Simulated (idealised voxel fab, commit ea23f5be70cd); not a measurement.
process module | voxel gate over fins
cross-section cut | 215 nm wide | cells 5 nm
A cross-section is a grid of square cells, given in bands from the top down. A band is one or more rows of cells.
Each band's line starts with the height of the band's top and of its bottom, in nm. Then come its materials from left to right, each with its width in nm. One material with "throughout" fills the band from edge to edge. "air" is empty space.
Height 0 is the level under which the wafer as received is all one material. The lowest band goes on downwards, as in "0 down".
A width such as "30 to 40" changes by the same amount from each row of cells to the next, from the band's top row to its bottom row.
"no change" after a step means that no cell of the cross-section changed.
closed voids: empty space of 8 cells or more with no open way to the top, each as width x height at its distance from the left edge, in nm
after a step's settings: what the simulator itself notes on the step
overlay nm, on a step with a mask: how far to the right of its planned place the mask lay; to the left if negative
plan
1 op RECEIVE | material Si
2 op CONFORMAL_DEP | material SiN | thk nm 10
3 op MASKED_ETCH | tone cover | mask id FINS | width nm 15 | pitch nm 40 | etch materials SiN | depth nm 10 | overlay nm 0
4 op MASKED_ETCH | tone cover | mask id FINS | width nm 15 | pitch nm 40 | etch materials Si | depth nm 35 | overlay nm 0
5 op OXIDIZE | depth nm 5
6 op FILL_DEP | material SiO2 | thk nm 5
7 op CMP | height nm 10
8 op SELECTIVE_ETCH | etch materials SiO2 | depth nm 20
9 op STRIP | etch materials SiN
10 op CONFORMAL_DEP | material HfO2 | thk nm 5
11 op CONFORMAL_DEP | material TiN | thk nm 5
12 op CONFORMAL_DEP | material TiAl | thk nm 5
13 op CONFORMAL_DEP | material TiN | thk nm 5
14 op FILL_DEP | material W | thk nm 10
15 op CMP | height nm 25
16 op CONFORMAL_DEP | material SiCN | thk nm 10
first wafer, as planned
as received, after step 1
  0 down: Si throughout
  closed voids: none
after step 2
  10 to 0: SiN throughout
  below 0: unchanged
after step 3
  10 to 0: air 80 | SiN 15 | air 25 | SiN 15 | air 80
  below 0: unchanged
after step 4
  10 to 0: air 80 | SiN 15 | air 25 | SiN 15 | air 80
  0 to -35: air 80 | Si 15 | air 25 | Si 15 | air 80
  below -35: unchanged
after step 5
  10 to 0: air 80 | SiN 15 | air 25 | SiN 15 | air 80
  0 to -35: air 80 | SiO2 5 | Si 5 | SiO2 5 | air 25 | SiO2 5 | Si 5 | SiO2 5 | air 80
  -35 to -40: SiO2 85 | Si 5 | SiO2 35 | Si 5 | SiO2 85
  below -40: unchanged
after step 6
  15 to 10: SiO2 throughout
  10 to 0: SiO2 80 | SiN 15 | SiO2 25 | SiN 15 | SiO2 80
  0 to -40: SiO2 85 | Si 5 | SiO2 35 | Si 5 | SiO2 85
  below -40: unchanged
after step 7
  10 to 0: SiO2 80 | SiN 15 | SiO2 25 | SiN 15 | SiO2 80
  below 0: unchanged
after step 8
  10 to 0: air 80 | SiN 15 | air 25 | SiN 15 | air 80
  0 to -10: air 85 | Si 5 | air 35 | Si 5 | air 85
  below -10: unchanged
after step 9
  0 to -10: air 85 | Si 5 | air 35 | Si 5 | air 85
  below -10: unchanged
after step 10
  5 to 0: air 80 | HfO2 15 | air 25 | HfO2 15 | air 80
  0 to -5: air 80 | HfO2 5 | Si 5 | HfO2 5 | air 25 | HfO2 5 | Si 5 | HfO2 5 | air 80
  -5 to -10: HfO2 85 | Si 5 | HfO2 35 | Si 5 | HfO2 85
  below -10: unchanged
after step 11
  10 to 5: air 75 | TiN 25 | air 15 | TiN 25 | air 75
  5 to 0: air 75 | TiN 5 | HfO2 15 | TiN 5 | air 15 | TiN 5 | HfO2 15 | TiN 5 | air 75
  0 to -5: TiN 80 | HfO2 5 | Si 5 | HfO2 5 | TiN 25 | HfO2 5 | Si 5 | HfO2 5 | TiN 80
  below -5: unchanged
after step 12
  15 to 10: air 70 | TiAl 35 | air 5 | TiAl 35 | air 70
  10 to 5: air 70 | TiAl 5 | TiN 25 | TiAl 5 | air 5 | TiAl 5 | TiN 25 | TiAl 5 | air 70
  5 to 0: TiAl 75 | TiN 5 | HfO2 15 | TiN 5 | TiAl 15 | TiN 5 | HfO2 15 | TiN 5 | TiAl 75
  below 0: unchanged
after step 13
  20 to 15: air 65 | TiN 85 | air 65
  15 to 10: air 65 | TiN 5 | TiAl 35 | TiN 5 | TiAl 35 | TiN 5 | air 65
  10 to 5: TiN 70 | TiAl 5 | TiN 25 | TiAl 5 | TiN 5 | TiAl 5 | TiN 25 | TiAl 5 | TiN 70
  below 5: unchanged
after step 14
  30 to 20: W throughout
  20 to 15: W 65 | TiN 85 | W 65
  15 to 10: W 65 | TiN 5 | TiAl 35 | TiN 5 | TiAl 35 | TiN 5 | W 65
  below 10: unchanged
after step 15
  25 to 20: W throughout
  below 20: unchanged
after step 16
  35 to 25: SiCN throughout
  below 25: unchanged
second wafer: like start, like plan, one mistake. Through step 2 it matches the first wafer
when step 3 should have ended
  10 to 0: air 80 | SiN 20 | air 20 | SiN 20 | air 75
  below 0: unchanged
when step 4 should have ended
  10 to 0: air 80 | SiN 20 | air 20 | SiN 20 | air 75
  0 to -35: air 80 | Si 20 | air 20 | Si 20 | air 75
  below -35: unchanged
when step 5 should have ended
  10 to 0: air 80 | SiN 20 | air 20 | SiN 20 | air 75
  0 to -35: air 80 | SiO2 5 | Si 10 | SiO2 5 | air 20 | SiO2 5 | Si 10 | SiO2 5 | air 75
  -35 to -40: SiO2 85 | Si 10 | SiO2 30 | Si 10 | SiO2 80
  below -40: unchanged
when step 6 should have ended
  15 to 10: SiO2 throughout
  10 to 0: SiO2 80 | SiN 20 | SiO2 20 | SiN 20 | SiO2 75
  0 to -40: SiO2 85 | Si 10 | SiO2 30 | Si 10 | SiO2 80
  below -40: unchanged
when step 7 should have ended
  10 to 0: SiO2 80 | SiN 20 | SiO2 20 | SiN 20 | SiO2 75
  below 0: unchanged
when step 8 should have ended
  10 to 0: air 80 | SiN 20 | air 20 | SiN 20 | air 75
  0 to -10: air 85 | Si 10 | air 30 | Si 10 | air 80
  below -10: unchanged
when step 9 should have ended
  0 to -10: air 85 | Si 10 | air 30 | Si 10 | air 80
  below -10: unchanged
when step 10 should have ended
  5 to 0: air 80 | HfO2 20 | air 20 | HfO2 20 | air 75
  0 to -5: air 80 | HfO2 5 | Si 10 | HfO2 5 | air 20 | HfO2 5 | Si 10 | HfO2 5 | air 75
  -5 to -10: HfO2 85 | Si 10 | HfO2 30 | Si 10 | HfO2 80
  below -10: unchanged
when step 11 should have ended
  10 to 5: air 75 | TiN 30 | air 10 | TiN 30 | air 70
  5 to 0: air 75 | TiN 5 | HfO2 20 | TiN 5 | air 10 | TiN 5 | HfO2 20 | TiN 5 | air 70
  0 to -5: TiN 80 | HfO2 5 | Si 10 | HfO2 5 | TiN 20 | HfO2 5 | Si 10 | HfO2 5 | TiN 75
  below -5: unchanged
when step 12 should have ended
  15 to 10: air 70 | TiAl 80 | air 65
  10 to 5: air 70 | TiAl 5 | TiN 30 | TiAl 10 | TiN 30 | TiAl 5 | air 65
  5 to 0: TiAl 75 | TiN 5 | HfO2 20 | TiN 5 | TiAl 10 | TiN 5 | HfO2 20 | TiN 5 | TiAl 70
  below 0: unchanged
when step 13 should have ended
  20 to 15: air 65 | TiN 90 | air 60
  15 to 10: air 65 | TiN 5 | TiAl 80 | TiN 5 | air 60
  10 to 5: TiN 70 | TiAl 5 | TiN 30 | TiAl 10 | TiN 30 | TiAl 5 | TiN 65
  below 5: unchanged
when step 14 should have ended
  30 to 20: W throughout
  20 to 15: W 65 | TiN 90 | W 60
  15 to 10: W 65 | TiN 5 | TiAl 80 | TiN 5 | W 60
  below 10: unchanged
when step 15 should have ended
  25 to 20: W throughout
  below 20: unchanged
when step 16 should have ended
  35 to 25: SiCN throughout
  below 25: unchanged
what went wrong: step 3 ran as: op MASKED_ETCH | tone cover | mask id FINS | width nm 20 | pitch nm 40 | etch materials SiN | depth nm 10 | overlay nm 0
at the end the second wafer has, in cells: 16 more of Si | 12 fewer of SiO2 | 2 fewer of TiN | 2 fewer of W
